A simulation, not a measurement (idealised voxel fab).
voxel self aligned contacts: a process module
The width of the displayed cross-section, cut, is 235 nm; its cells are square, with a size of 5 nm.
The cross-sections in this document take the form of a grid made of square cells. They are written out as bands, in order from top to bottom. Each band consists of one or more rows of cells. Basically the band line says how high the top is and how high the bottom is, in nm, and then what's in it from left to right, every material with its width in nm. Empty space shows up as "empty", and if a single material carries "edge to edge" it runs the full band edge to edge. Zero point of the height axis is 0; under it, received wafer = one material. Lowest band: continues down indefinitely, "0 and below". Note: "30->40" means the width goes from the first number (top row of the band) to the second number (bottom row) in equal steps per row of cells. Key: "nothing different" - step with no changed cell in the cross-section. "Completely enclosed voids" means: voids of 8 cells or more that are shut off from the top with no open way through. Written width x height at distance, distance from the left edge, in nm. Formally, on a step line, whatever follows the settings is a remark that the simulator itself makes on the step. Each step line may optionally specify "overlay nm", which for a step with a mask gives the rightward distance between the mask's planned place and where it lay, a negative value indicating the leftward direction. Read the rest as pairs. Take the cross-section before one process step, then the cross-section after it, which shows only down to the lowest band that changed. Under the pair, find the step between them and its settings. Bear in mind that pairs may come from different runs of this module on the same starting wafer: link a pair to the pair above it only where its entry headed "Incoming profile" says to.
Incoming profile
  0 and below = Si edge to edge
  Completely enclosed voids: none
Post-Process View
  5 down to 0 = SiO2 edge to edge
  No changes below 0.
  Completely enclosed voids: none
Q: step between the cross-sections above? A: op CONFORMAL_DEP | material SiO2 | thk nm 5
Incoming profile: as shown after the step in the preceding pair, directly above.
Post-Process View
  35 down to 5 = polySi edge to edge
  No changes below 5.
  Completely enclosed voids: none
Q: step between the cross-sections above? A: op DIRECTIONAL_DEP | material polySi | thk nm 30
Incoming profile: as shown after the step in the preceding pair, directly above.
Post-Process View
  50 down to 35 = SiN edge to edge
  No changes below 35.
  Completely enclosed voids: none
Q: step between the cross-sections above? A: op DIRECTIONAL_DEP | material SiN | thk nm 15
Incoming profile: as shown after the step in the preceding pair, directly above.
Post-Process View
  70 down to 50 = 55 of empty / 25 of resist / 25 of empty / 25 of resist / 25 of empty / 25 of resist / 55 of empty
  No changes below 50.
  Completely enclosed voids: none
Q: step between the cross-sections above? A: op PATTERN | tone cover | mask id GATE | material resist | width nm 25 | pitch nm 50 | thk nm 20 | overlay nm 0
Incoming profile: as shown after the step in the preceding pair, directly above.
Post-Process View
  70 down to 50 = 55 of empty / 25 of resist / 25 of empty / 25 of resist / 25 of empty / 25 of resist / 55 of empty
  50 down to 35 = 55 of empty / 25 of SiN / 25 of empty / 25 of SiN / 25 of empty / 25 of SiN / 55 of empty
  No changes below 35.
  Completely enclosed voids: none
Q: step between the cross-sections above? A: op DIRECTIONAL_ETCH | etch materials SiN | depth nm 15
Incoming profile: as shown after the step in the preceding pair, directly above.
Post-Process View
  70 down to 50 = 55 of empty / 25 of resist / 25 of empty / 25 of resist / 25 of empty / 25 of resist / 55 of empty
  50 down to 35 = 55 of empty / 25 of SiN / 25 of empty / 25 of SiN / 25 of empty / 25 of SiN / 55 of empty
  35 down to 5 = 55 of empty / 25 of polySi / 25 of empty / 25 of polySi / 25 of empty / 25 of polySi / 55 of empty
  No changes below 5.
  Completely enclosed voids: none
Q: step between the cross-sections above? A: op DIRECTIONAL_ETCH | etch materials polySi | depth nm 30
Incoming profile: as shown after the step in the preceding pair, directly above.
Post-Process View
  50 down to 35 = 55 of empty / 25 of SiN / 25 of empty / 25 of SiN / 25 of empty / 25 of SiN / 55 of empty
  No changes below 35.
  Completely enclosed voids: none
Q: step between the cross-sections above? A: op STRIP | etch materials resist
Incoming profile: as shown after the step in the preceding pair, directly above.
Post-Process View
  55 down to 35 = 50 of empty / 35 of SiN / 15 of empty / 35 of SiN / 15 of empty / 35 of SiN / 50 of empty
  35 down to 10 = 50 of empty / 5 of SiN / 25 of polySi / 5 of SiN / 15 of empty / 5 of SiN / 25 of polySi / 5 of SiN / 15 of empty / 5 of SiN / 25 of polySi / 5 of SiN / 50 of empty
  10 down to 5 = 55 of SiN / 25 of polySi / 25 of SiN / 25 of polySi / 25 of SiN / 25 of polySi / 55 of SiN
  No changes below 5.
  Completely enclosed voids: none
Q: step between the cross-sections above? A: op CONFORMAL_DEP | material SiN | thk nm 5
Incoming profile: as shown after the step in the preceding pair, directly above.
Post-Process View
  50 down to 35 = 50 of empty / 35 of SiN / 15 of empty / 35 of SiN / 15 of empty / 35 of SiN / 50 of empty
  35 down to 5 = 50 of empty / 5 of SiN / 25 of polySi / 5 of SiN / 15 of empty / 5 of SiN / 25 of polySi / 5 of SiN / 15 of empty / 5 of SiN / 25 of polySi / 5 of SiN / 50 of empty
  No changes below 5.
  Completely enclosed voids: none
Q: step between the cross-sections above? A: op DIRECTIONAL_ETCH | etch materials SiN | depth nm 5
Incoming profile: as shown after the step in the preceding pair, directly above.
Post-Process View
  65 down to 50 = SiO2 edge to edge
  50 down to 35 = 50 of SiO2 / 35 of SiN / 15 of SiO2 / 35 of SiN / 15 of SiO2 / 35 of SiN / 50 of SiO2
  35 down to 5 = 50 of SiO2 / 5 of SiN / 25 of polySi / 5 of SiN / 15 of SiO2 / 5 of SiN / 25 of polySi / 5 of SiN / 15 of SiO2 / 5 of SiN / 25 of polySi / 5 of SiN / 50 of SiO2
  No changes below 5.
  Completely enclosed voids: none
Q: step between the cross-sections above? A: op FILL_DEP | material SiO2 | thk nm 15
Incoming profile: as shown after the step in the preceding pair, directly above.
Post-Process View
  60 down to 50 = SiO2 edge to edge
  No changes below 50.
  Completely enclosed voids: none
Q: step between the cross-sections above? A: op CMP | height nm 60
Incoming profile: as shown after the step in the preceding pair, directly above.
Post-Process View
  75 down to 60 = 75 of resist / 35 of empty / 15 of resist / 35 of empty / 75 of resist
  No changes below 60.
  Completely enclosed voids: none
Q: step between the cross-sections above? A: op PATTERN | tone open | mask id CONTACT | material resist | width nm 35 | pitch nm 50 | thk nm 15 | overlay nm 0
Incoming profile: as shown after the step in the preceding pair, directly above.
Post-Process View
  75 down to 60 = 75 of resist / 35 of empty / 15 of resist / 35 of empty / 75 of resist
  60 down to 50 = 75 of SiO2 / 35 of empty / 15 of SiO2 / 35 of empty / 75 of SiO2
  50 down to 35 = 50 of SiO2 / 35 of SiN / 15 of empty / 35 of SiN / 15 of empty / 35 of SiN / 50 of SiO2
  35 down to 5 = 50 of SiO2 / 5 of SiN / 25 of polySi / 5 of SiN / 15 of empty / 5 of SiN / 25 of polySi / 5 of SiN / 15 of empty / 5 of SiN / 25 of polySi / 5 of SiN / 50 of SiO2
  5 down to 0 = 85 of SiO2 / 15 of empty / 35 of SiO2 / 15 of empty / 85 of SiO2
  No changes below 0.
  Completely enclosed voids: none
Q: step between the cross-sections above? A: op DIRECTIONAL_ETCH | etch materials SiO2 | depth nm 60
Incoming profile: as shown after the step in the preceding pair, directly above.
Post-Process View
  60 down to 50 = 75 of SiO2 / 35 of empty / 15 of SiO2 / 35 of empty / 75 of SiO2
  No changes below 50.
  Completely enclosed voids: none
Q: step between the cross-sections above? A: op STRIP | etch materials resist
Incoming profile: as shown after the step in the preceding pair, directly above.
Post-Process View
  65 down to 60 = 80 of TiN / 25 of empty / 25 of TiN / 25 of empty / 80 of TiN
  60 down to 50 = 75 of SiO2 / 5->15 of TiN / 25->5 of empty / 5->15 of TiN / 15 of SiO2 / 5->15 of TiN / 25->5 of empty / 5->15 of TiN / 75 of SiO2
  50 down to 35 = 50 of SiO2 / 35 of SiN / 5 of TiN / 5 of empty / 5 of TiN / 35 of SiN / 5 of TiN / 5 of empty / 5 of TiN / 35 of SiN / 50 of SiO2
  35 down to 5 = 50 of SiO2 / 5 of SiN / 25 of polySi / 5 of SiN / 5 of TiN / 5 of empty / 5 of TiN / 5 of SiN / 25 of polySi / 5 of SiN / 5 of TiN / 5 of empty / 5 of TiN / 5 of SiN / 25 of polySi / 5 of SiN / 50 of SiO2
  5 down to 0 = 85 of SiO2 / 15 of TiN / 35 of SiO2 / 15 of TiN / 85 of SiO2
  No changes below 0.
  Completely enclosed voids: none
Q: step between the cross-sections above? A: op CONFORMAL_DEP | material TiN | thk nm 5
Incoming profile: as shown after the step in the preceding pair, directly above.
Post-Process View
  75 down to 65 = Ru edge to edge
  65 down to 60 = 80 of TiN / 25 of Ru / 25 of TiN / 25 of Ru / 80 of TiN
  60 down to 50 = 75 of SiO2 / 5->15 of TiN / 25->5 of Ru / 5->15 of TiN / 15 of SiO2 / 5->15 of TiN / 25->5 of Ru / 5->15 of TiN / 75 of SiO2
  50 down to 35 = 50 of SiO2 / 35 of SiN / 5 of TiN / 5 of Ru / 5 of TiN / 35 of SiN / 5 of TiN / 5 of Ru / 5 of TiN / 35 of SiN / 50 of SiO2
  35 down to 5 = 50 of SiO2 / 5 of SiN / 25 of polySi / 5 of SiN / 5 of TiN / 5 of Ru / 5 of TiN / 5 of SiN / 25 of polySi / 5 of SiN / 5 of TiN / 5 of Ru / 5 of TiN / 5 of SiN / 25 of polySi / 5 of SiN / 50 of SiO2
  No changes below 5.
  Completely enclosed voids: none
Q: step between the cross-sections above? A: op FILL_DEP | material Ru | thk nm 10
Incoming profile: as shown after the step in the preceding pair, directly above.
Post-Process View
  60 down to 50 = 75 of SiO2 / 5->15 of TiN / 25->5 of Ru / 5->15 of TiN / 15 of SiO2 / 5->15 of TiN / 25->5 of Ru / 5->15 of TiN / 75 of SiO2
  No changes below 50.
  Completely enclosed voids: none
Q: step between the cross-sections above? A: op CMP | height nm 60
Incoming profile: as shown after the step in the preceding pair, directly above.
Post-Process View
  65 down to 60 = SiCN edge to edge
  No changes below 60.
  Completely enclosed voids: none
Q: step between the cross-sections above? A: op CONFORMAL_DEP | material SiCN | thk nm 5
Incoming profile
  50 down to 35 = 55 of empty / 25 of SiN / 25 of empty / 25 of SiN / 25 of empty / 25 of SiN / 55 of empty
  35 down to 5 = 55 of empty / 25 of polySi / 25 of empty / 25 of polySi / 25 of empty / 25 of polySi / 55 of empty
  5 down to 0 = SiO2 edge to edge
  0 and below = Si edge to edge
  Completely enclosed voids: none
Post-Process View
  45 down to 35 = 55 of empty / 25 of SiN / 25 of empty / 25 of SiN / 25 of empty / 25 of SiN / 55 of empty
  No changes below 35.
  Completely enclosed voids: none
Q: step between the cross-sections above? A: op DIRECTIONAL_ETCH | etch materials SiN | depth nm 5
Incoming profile: as shown after the step in the preceding pair, directly above.
Post-Process View
  60 down to 45 = SiO2 edge to edge
  45 down to 35 = 55 of SiO2 / 25 of SiN / 25 of SiO2 / 25 of SiN / 25 of SiO2 / 25 of SiN / 55 of SiO2
  35 down to 5 = 55 of SiO2 / 25 of polySi / 25 of SiO2 / 25 of polySi / 25 of SiO2 / 25 of polySi / 55 of SiO2
  No changes below 5.
  Completely enclosed voids: none
Q: step between the cross-sections above? A: op FILL_DEP | material SiO2 | thk nm 15
Incoming profile: as shown after the step in the preceding pair, directly above.
Post-Process View
  75 down to 60 = 75 of resist / 35 of empty / 15 of resist / 35 of empty / 75 of resist
  No changes below 60.
  Completely enclosed voids: none
Q: step between the cross-sections above? A: op PATTERN | tone open | mask id CONTACT | material resist | width nm 35 | pitch nm 50 | thk nm 15 | overlay nm 0
Incoming profile: as shown after the step in the preceding pair, directly above.
Post-Process View
  75 down to 60 = 75 of resist / 35 of empty / 15 of resist / 35 of empty / 75 of resist
  60 down to 45 = 75 of SiO2 / 35 of empty / 15 of SiO2 / 35 of empty / 75 of SiO2
  45 down to 35 = 55 of SiO2 / 25 of SiN / 25 of empty / 25 of SiN / 25 of empty / 25 of SiN / 55 of SiO2
  35 down to 5 = 55 of SiO2 / 25 of polySi / 25 of empty / 25 of polySi / 25 of empty / 25 of polySi / 55 of SiO2
  5 down to 0 = 80 of SiO2 / 25 of empty / 25 of SiO2 / 25 of empty / 80 of SiO2
  No changes below 0.
  Completely enclosed voids: none
Q: step between the cross-sections above? A: op DIRECTIONAL_ETCH | etch materials SiO2 | depth nm 60
Incoming profile: as shown after the step in the preceding pair, directly above.
Post-Process View
  60 down to 45 = 75 of SiO2 / 35 of empty / 15 of SiO2 / 35 of empty / 75 of SiO2
  No changes below 45.
  Completely enclosed voids: none
Q: step between the cross-sections above? A: op STRIP | etch materials resist
Incoming profile: as shown after the step in the preceding pair, directly above.
Post-Process View
  65 down to 60 = 80 of TiN / 25 of empty / 25 of TiN / 25 of empty / 80 of TiN
  60 down to 50 = 75 of SiO2 / 5 of TiN / 25 of empty / 5 of TiN / 15 of SiO2 / 5 of TiN / 25 of empty / 5 of TiN / 75 of SiO2
  50 down to 45 = 75 of SiO2 / 10 of TiN / 15 of empty / 10 of TiN / 15 of SiO2 / 10 of TiN / 15 of empty / 10 of TiN / 75 of SiO2
  45 down to 35 = 55 of SiO2 / 25 of SiN / 5 of TiN / 15 of empty / 5 of TiN / 25 of SiN / 5 of TiN / 15 of empty / 5 of TiN / 25 of SiN / 55 of SiO2
  35 down to 5 = 55 of SiO2 / 25 of polySi / 5 of TiN / 15 of empty / 5 of TiN / 25 of polySi / 5 of TiN / 15 of empty / 5 of TiN / 25 of polySi / 55 of SiO2
  5 down to 0 = 80 of SiO2 / 25 of TiN / 25 of SiO2 / 25 of TiN / 80 of SiO2
  No changes below 0.
  Completely enclosed voids: none
Q: step between the cross-sections above? A: op CONFORMAL_DEP | material TiN | thk nm 5
Incoming profile: as shown after the step in the preceding pair, directly above.
Post-Process View
  75 down to 65 = Ru edge to edge
  65 down to 60 = 80 of TiN / 25 of Ru / 25 of TiN / 25 of Ru / 80 of TiN
  60 down to 50 = 75 of SiO2 / 5 of TiN / 25 of Ru / 5 of TiN / 15 of SiO2 / 5 of TiN / 25 of Ru / 5 of TiN / 75 of SiO2
  50 down to 45 = 75 of SiO2 / 10 of TiN / 15 of Ru / 10 of TiN / 15 of SiO2 / 10 of TiN / 15 of Ru / 10 of TiN / 75 of SiO2
  45 down to 35 = 55 of SiO2 / 25 of SiN / 5 of TiN / 15 of Ru / 5 of TiN / 25 of SiN / 5 of TiN / 15 of Ru / 5 of TiN / 25 of SiN / 55 of SiO2
  35 down to 5 = 55 of SiO2 / 25 of polySi / 5 of TiN / 15 of Ru / 5 of TiN / 25 of polySi / 5 of TiN / 15 of Ru / 5 of TiN / 25 of polySi / 55 of SiO2
  No changes below 5.
  Completely enclosed voids: none
Q: step between the cross-sections above? A: op FILL_DEP | material Ru | thk nm 10
Incoming profile: as shown after the step in the preceding pair, directly above.
Post-Process View
  60 down to 50 = 75 of SiO2 / 5 of TiN / 25 of Ru / 5 of TiN / 15 of SiO2 / 5 of TiN / 25 of Ru / 5 of TiN / 75 of SiO2
  No changes below 50.
  Completely enclosed voids: none
Q: step between the cross-sections above? A: op CMP | height nm 60
Incoming profile: as shown after the step in the preceding pair, directly above.
Post-Process View
  65 down to 60 = SiCN edge to edge
  No changes below 60.
  Completely enclosed voids: none
Q: step between the cross-sections above? A: op CONFORMAL_DEP | material SiCN | thk nm 5
Incoming profile
  35 down to 5 = polySi edge to edge
  5 down to 0 = SiO2 edge to edge
  0 and below = Si edge to edge
  Completely enclosed voids: none
Post-Process View
  65 down to 5 = polySi edge to edge
  No changes below 5.
  Completely enclosed voids: none
Q: step between the cross-sections above? A: op DIRECTIONAL_DEP | material polySi | thk nm 30
Incoming profile: as shown after the step in the preceding pair, directly above.
Post-Process View
  80 down to 65 = SiN edge to edge
  No changes below 65.
  Completely enclosed voids: none
Q: step between the cross-sections above? A: op DIRECTIONAL_DEP | material SiN | thk nm 15
Incoming profile: as shown after the step in the preceding pair, directly above.
Post-Process View
  100 down to 80 = 55 of empty / 25 of resist / 25 of empty / 25 of resist / 25 of empty / 25 of resist / 55 of empty
  No changes below 80.
  Completely enclosed voids: none
Q: step between the cross-sections above? A: op PATTERN | tone cover | mask id GATE | material resist | width nm 25 | pitch nm 50 | thk nm 20 | overlay nm 0
Incoming profile: as shown after the step in the preceding pair, directly above.
Post-Process View
  100 down to 80 = 55 of empty / 25 of resist / 25 of empty / 25 of resist / 25 of empty / 25 of resist / 55 of empty
  80 down to 65 = 55 of empty / 25 of SiN / 25 of empty / 25 of SiN / 25 of empty / 25 of SiN / 55 of empty
  No changes below 65.
  Completely enclosed voids: none
Q: step between the cross-sections above? A: op DIRECTIONAL_ETCH | etch materials SiN | depth nm 15
Incoming profile: as shown after the step in the preceding pair, directly above.
Post-Process View
  100 down to 80 = 55 of empty / 25 of resist / 25 of empty / 25 of resist / 25 of empty / 25 of resist / 55 of empty
  80 down to 65 = 55 of empty / 25 of SiN / 25 of empty / 25 of SiN / 25 of empty / 25 of SiN / 55 of empty
  65 down to 35 = 55 of empty / 25 of polySi / 25 of empty / 25 of polySi / 25 of empty / 25 of polySi / 55 of empty
  No changes below 35.
  Completely enclosed voids: none
Q: step between the cross-sections above? A: op DIRECTIONAL_ETCH | etch materials polySi | depth nm 30
Incoming profile: as shown after the step in the preceding pair, directly above.
Post-Process View
  80 down to 65 = 55 of empty / 25 of SiN / 25 of empty / 25 of SiN / 25 of empty / 25 of SiN / 55 of empty
  No changes below 65.
  Completely enclosed voids: none
Q: step between the cross-sections above? A: op STRIP | etch materials resist
Incoming profile: as shown after the step in the preceding pair, directly above.
Post-Process View
  85 down to 65 = 50 of empty / 35 of SiN / 15 of empty / 35 of SiN / 15 of empty / 35 of SiN / 50 of empty
  65 down to 40 = 50 of empty / 5 of SiN / 25 of polySi / 5 of SiN / 15 of empty / 5 of SiN / 25 of polySi / 5 of SiN / 15 of empty / 5 of SiN / 25 of polySi / 5 of SiN / 50 of empty
  40 down to 35 = 55 of SiN / 25 of polySi / 25 of SiN / 25 of polySi / 25 of SiN / 25 of polySi / 55 of SiN
  No changes below 35.
  Completely enclosed voids: none
Q: step between the cross-sections above? A: op CONFORMAL_DEP | material SiN | thk nm 5
Incoming profile: as shown after the step in the preceding pair, directly above.
Post-Process View
  80 down to 65 = 50 of empty / 35 of SiN / 15 of empty / 35 of SiN / 15 of empty / 35 of SiN / 50 of empty
  65 down to 35 = 50 of empty / 5 of SiN / 25 of polySi / 5 of SiN / 15 of empty / 5 of SiN / 25 of polySi / 5 of SiN / 15 of empty / 5 of SiN / 25 of polySi / 5 of SiN / 50 of empty
  No changes below 35.
  Completely enclosed voids: none
Q: step between the cross-sections above? A: op DIRECTIONAL_ETCH | etch materials SiN | depth nm 5
Incoming profile: as shown after the step in the preceding pair, directly above.
Post-Process View
  95 down to 80 = SiO2 edge to edge
  80 down to 65 = 50 of SiO2 / 35 of SiN / 15 of SiO2 / 35 of SiN / 15 of SiO2 / 35 of SiN / 50 of SiO2
  65 down to 35 = 50 of SiO2 / 5 of SiN / 25 of polySi / 5 of SiN / 15 of SiO2 / 5 of SiN / 25 of polySi / 5 of SiN / 15 of SiO2 / 5 of SiN / 25 of polySi / 5 of SiN / 50 of SiO2
  No changes below 35.
  Completely enclosed voids: none
Q: step between the cross-sections above? A: op FILL_DEP | material SiO2 | thk nm 15
Incoming profile: as shown after the step in the preceding pair, directly above.
Post-Process View
  60 down to 35 = 50 of SiO2 / 5 of SiN / 25 of polySi / 5 of SiN / 15 of SiO2 / 5 of SiN / 25 of polySi / 5 of SiN / 15 of SiO2 / 5 of SiN / 25 of polySi / 5 of SiN / 50 of SiO2
  No changes below 35.
  Completely enclosed voids: none
Q: step between the cross-sections above? A: op CMP | height nm 60
Incoming profile: as shown after the step in the preceding pair, directly above.
Post-Process View
  75 down to 60 = 75 of resist / 35 of empty / 15 of resist / 35 of empty / 75 of resist
  No changes below 60.
  Completely enclosed voids: none
Q: step between the cross-sections above? A: op PATTERN | tone open | mask id CONTACT | material resist | width nm 35 | pitch nm 50 | thk nm 15 | overlay nm 0
Incoming profile: as shown after the step in the preceding pair, directly above.
Post-Process View
  75 down to 60 = 75 of resist / 35 of empty / 15 of resist / 35 of empty / 75 of resist
  60 down to 35 = 50 of SiO2 / 5 of SiN / 25 of polySi / 5 of SiN / 15 of empty / 5 of SiN / 25 of polySi / 5 of SiN / 15 of empty / 5 of SiN / 25 of polySi / 5 of SiN / 50 of SiO2
  No changes below 35.
  Completely enclosed voids: none
Q: step between the cross-sections above? A: op DIRECTIONAL_ETCH | etch materials SiO2 | depth nm 60
Incoming profile: as shown after the step in the preceding pair, directly above.
Post-Process View
  60 down to 35 = 50 of SiO2 / 5 of SiN / 25 of polySi / 5 of SiN / 15 of empty / 5 of SiN / 25 of polySi / 5 of SiN / 15 of empty / 5 of SiN / 25 of polySi / 5 of SiN / 50 of SiO2
  No changes below 35.
  Completely enclosed voids: none
Q: step between the cross-sections above? A: op STRIP | etch materials resist
Incoming profile: as shown after the step in the preceding pair, directly above.
Post-Process View
  65 down to 60 = 90 of TiN / 5 of empty / 45 of TiN / 5 of empty / 90 of TiN
  60 down to 40 = 50 of SiO2 / 5 of SiN / 25 of polySi / 5 of SiN / 5 of TiN / 5 of empty / 5 of TiN / 5 of SiN / 25 of polySi / 5 of SiN / 5 of TiN / 5 of empty / 5 of TiN / 5 of SiN / 25 of polySi / 5 of SiN / 50 of SiO2
  40 down to 35 = 50 of SiO2 / 5 of SiN / 25 of polySi / 5 of SiN / 15 of TiN / 5 of SiN / 25 of polySi / 5 of SiN / 15 of TiN / 5 of SiN / 25 of polySi / 5 of SiN / 50 of SiO2
  No changes below 35.
  Completely enclosed voids: none
Q: step between the cross-sections above? A: op CONFORMAL_DEP | material TiN | thk nm 5
Incoming profile: as shown after the step in the preceding pair, directly above.
Post-Process View
  75 down to 65 = Ru edge to edge
  65 down to 60 = 90 of TiN / 5 of Ru / 45 of TiN / 5 of Ru / 90 of TiN
  60 down to 40 = 50 of SiO2 / 5 of SiN / 25 of polySi / 5 of SiN / 5 of TiN / 5 of Ru / 5 of TiN / 5 of SiN / 25 of polySi / 5 of SiN / 5 of TiN / 5 of Ru / 5 of TiN / 5 of SiN / 25 of polySi / 5 of SiN / 50 of SiO2
  No changes below 40.
  Completely enclosed voids: none
Q: step between the cross-sections above? A: op FILL_DEP | material Ru | thk nm 10
Incoming profile: as shown after the step in the preceding pair, directly above.
Post-Process View
  60 down to 40 = 50 of SiO2 / 5 of SiN / 25 of polySi / 5 of SiN / 5 of TiN / 5 of Ru / 5 of TiN / 5 of SiN / 25 of polySi / 5 of SiN / 5 of TiN / 5 of Ru / 5 of TiN / 5 of SiN / 25 of polySi / 5 of SiN / 50 of SiO2
  No changes below 40.
  Completely enclosed voids: none
Q: step between the cross-sections above? A: op CMP | height nm 60
Incoming profile: as shown after the step in the preceding pair, directly above.
Post-Process View
  65 down to 60 = SiCN edge to edge
  No changes below 60.
  Completely enclosed voids: none
Q: step between the cross-sections above? A: op CONFORMAL_DEP | material SiCN | thk nm 5
Incoming profile
  0 and below = Si edge to edge
  Completely enclosed voids: none
Post-Process View
  30 down to 0 = polySi edge to edge
  No changes below 0.
  Completely enclosed voids: none
Q: step between the cross-sections above? A: op DIRECTIONAL_DEP | material polySi | thk nm 30
Incoming profile: as shown after the step in the preceding pair, directly above.
Post-Process View
  35 down to 30 = SiO2 edge to edge
  No changes below 30.
  Completely enclosed voids: none
Q: step between the cross-sections above? A: op CONFORMAL_DEP | material SiO2 | thk nm 5
Incoming profile: as shown after the step in the preceding pair, directly above.
Post-Process View
  50 down to 35 = SiN edge to edge
  No changes below 35.
  Completely enclosed voids: none
Q: step between the cross-sections above? A: op DIRECTIONAL_DEP | material SiN | thk nm 15
Incoming profile: as shown after the step in the preceding pair, directly above.
Post-Process View
  70 down to 50 = 55 of empty / 25 of resist / 25 of empty / 25 of resist / 25 of empty / 25 of resist / 55 of empty
  No changes below 50.
  Completely enclosed voids: none
Q: step between the cross-sections above? A: op PATTERN | tone cover | mask id GATE | material resist | width nm 25 | pitch nm 50 | thk nm 20 | overlay nm 0
Incoming profile: as shown after the step in the preceding pair, directly above.
Post-Process View
  70 down to 50 = 55 of empty / 25 of resist / 25 of empty / 25 of resist / 25 of empty / 25 of resist / 55 of empty
  50 down to 35 = 55 of empty / 25 of SiN / 25 of empty / 25 of SiN / 25 of empty / 25 of SiN / 55 of empty
  No changes below 35.
  Completely enclosed voids: none
Q: step between the cross-sections above? A: op DIRECTIONAL_ETCH | etch materials SiN | depth nm 15
Incoming profile: as shown after the step in the preceding pair, directly above.
Post-Process View
  50 down to 35 = 55 of empty / 25 of SiN / 25 of empty / 25 of SiN / 25 of empty / 25 of SiN / 55 of empty
  No changes below 35.
  Completely enclosed voids: none
Q: step between the cross-sections above? A: op STRIP | etch materials resist
Incoming profile: as shown after the step in the preceding pair, directly above.
Post-Process View
  55 down to 40 = 50 of empty / 35 of SiN / 15 of empty / 35 of SiN / 15 of empty / 35 of SiN / 50 of empty
  40 down to 35 = SiN edge to edge
  No changes below 35.
  Completely enclosed voids: none
Q: step between the cross-sections above? A: op CONFORMAL_DEP | material SiN | thk nm 5
Incoming profile: as shown after the step in the preceding pair, directly above.
Post-Process View
  50 down to 35 = 50 of empty / 35 of SiN / 15 of empty / 35 of SiN / 15 of empty / 35 of SiN / 50 of empty
  No changes below 35.
  Completely enclosed voids: none
Q: step between the cross-sections above? A: op DIRECTIONAL_ETCH | etch materials SiN | depth nm 5
Incoming profile: as shown after the step in the preceding pair, directly above.
Post-Process View
  65 down to 50 = SiO2 edge to edge
  50 down to 35 = 50 of SiO2 / 35 of SiN / 15 of SiO2 / 35 of SiN / 15 of SiO2 / 35 of SiN / 50 of SiO2
  No changes below 35.
  Completely enclosed voids: none
Q: step between the cross-sections above? A: op FILL_DEP | material SiO2 | thk nm 15
Incoming profile: as shown after the step in the preceding pair, directly above.
Post-Process View
  60 down to 50 = SiO2 edge to edge
  No changes below 50.
  Completely enclosed voids: none
Q: step between the cross-sections above? A: op CMP | height nm 60
Incoming profile: as shown after the step in the preceding pair, directly above.
Post-Process View
  75 down to 60 = 75 of resist / 35 of empty / 15 of resist / 35 of empty / 75 of resist
  No changes below 60.
  Completely enclosed voids: none
Q: step between the cross-sections above? A: op PATTERN | tone open | mask id CONTACT | material resist | width nm 35 | pitch nm 50 | thk nm 15 | overlay nm 0
Incoming profile: as shown after the step in the preceding pair, directly above.
Post-Process View
  75 down to 60 = 75 of resist / 35 of empty / 15 of resist / 35 of empty / 75 of resist
  60 down to 50 = 75 of SiO2 / 35 of empty / 15 of SiO2 / 35 of empty / 75 of SiO2
  50 down to 35 = 50 of SiO2 / 35 of SiN / 15 of empty / 35 of SiN / 15 of empty / 35 of SiN / 50 of SiO2
  35 down to 30 = 85 of SiO2 / 15 of empty / 35 of SiO2 / 15 of empty / 85 of SiO2
  No changes below 30.
  Completely enclosed voids: none
Q: step between the cross-sections above? A: op DIRECTIONAL_ETCH | etch materials SiO2 | depth nm 60
Incoming profile: as shown after the step in the preceding pair, directly above.
Post-Process View
  60 down to 50 = 75 of SiO2 / 35 of empty / 15 of SiO2 / 35 of empty / 75 of SiO2
  No changes below 50.
  Completely enclosed voids: none
Q: step between the cross-sections above? A: op STRIP | etch materials resist
Incoming profile: as shown after the step in the preceding pair, directly above.
Post-Process View
  65 down to 60 = 80 of TiN / 25 of empty / 25 of TiN / 25 of empty / 80 of TiN
  60 down to 50 = 75 of SiO2 / 5->15 of TiN / 25->5 of empty / 5->15 of TiN / 15 of SiO2 / 5->15 of TiN / 25->5 of empty / 5->15 of TiN / 75 of SiO2
  50 down to 35 = 50 of SiO2 / 35 of SiN / 5 of TiN / 5 of empty / 5 of TiN / 35 of SiN / 5 of TiN / 5 of empty / 5 of TiN / 35 of SiN / 50 of SiO2
  35 down to 30 = 85 of SiO2 / 15 of TiN / 35 of SiO2 / 15 of TiN / 85 of SiO2
  No changes below 30.
  Completely enclosed voids: none
Q: step between the cross-sections above? A: op CONFORMAL_DEP | material TiN | thk nm 5
Incoming profile: as shown after the step in the preceding pair, directly above.
Post-Process View
  75 down to 65 = Ru edge to edge
  65 down to 60 = 80 of TiN / 25 of Ru / 25 of TiN / 25 of Ru / 80 of TiN
  60 down to 50 = 75 of SiO2 / 5->15 of TiN / 25->5 of Ru / 5->15 of TiN / 15 of SiO2 / 5->15 of TiN / 25->5 of Ru / 5->15 of TiN / 75 of SiO2
  50 down to 35 = 50 of SiO2 / 35 of SiN / 5 of TiN / 5 of Ru / 5 of TiN / 35 of SiN / 5 of TiN / 5 of Ru / 5 of TiN / 35 of SiN / 50 of SiO2
  No changes below 35.
  Completely enclosed voids: none
Q: step between the cross-sections above? A: op FILL_DEP | material Ru | thk nm 10
Incoming profile: as shown after the step in the preceding pair, directly above.
Post-Process View
  60 down to 50 = 75 of SiO2 / 5->15 of TiN / 25->5 of Ru / 5->15 of TiN / 15 of SiO2 / 5->15 of TiN / 25->5 of Ru / 5->15 of TiN / 75 of SiO2
  No changes below 50.
  Completely enclosed voids: none
Q: step between the cross-sections above? A: op CMP | height nm 60
Incoming profile: as shown after the step in the preceding pair, directly above.
Post-Process View
  65 down to 60 = SiCN edge to edge
  No changes below 60.
  Completely enclosed voids: none
Q: step between the cross-sections above? A: op CONFORMAL_DEP | material SiCN | thk nm 5
Incoming profile
  70 down to 50 = 55 of empty / 25 of resist / 25 of empty / 25 of resist / 25 of empty / 25 of resist / 55 of empty
  50 down to 35 = SiN edge to edge
  35 down to 5 = polySi edge to edge
  5 down to 0 = SiO2 edge to edge
  0 and below = Si edge to edge
  Completely enclosed voids: none
Post-Process View
  70 down to 50 = 55 of empty / 25 of resist / 25 of empty / 25 of resist / 25 of empty / 25 of resist / 55 of empty
  50 down to 45 = 55 of empty / 25 of SiN / 25 of empty / 25 of SiN / 25 of empty / 25 of SiN / 55 of empty
  No changes below 45.
  Completely enclosed voids: none
Q: step between the cross-sections above? A: op DIRECTIONAL_ETCH | etch materials SiN | depth nm 5
Incoming profile: as shown after the step in the preceding pair, directly above.
Post-Process View
  50 down to 45 = 55 of empty / 25 of SiN / 25 of empty / 25 of SiN / 25 of empty / 25 of SiN / 55 of empty
  No changes below 45.
  Completely enclosed voids: none
Q: step between the cross-sections above? A: op STRIP | etch materials resist
Incoming profile: as shown after the step in the preceding pair, directly above.
Post-Process View
  55 down to 50 = 50 of empty / 35 of SiN / 15 of empty / 35 of SiN / 15 of empty / 35 of SiN / 50 of empty
  50 down to 35 = SiN edge to edge
  No changes below 35.
  Completely enclosed voids: none
Q: step between the cross-sections above? A: op CONFORMAL_DEP | material SiN | thk nm 5
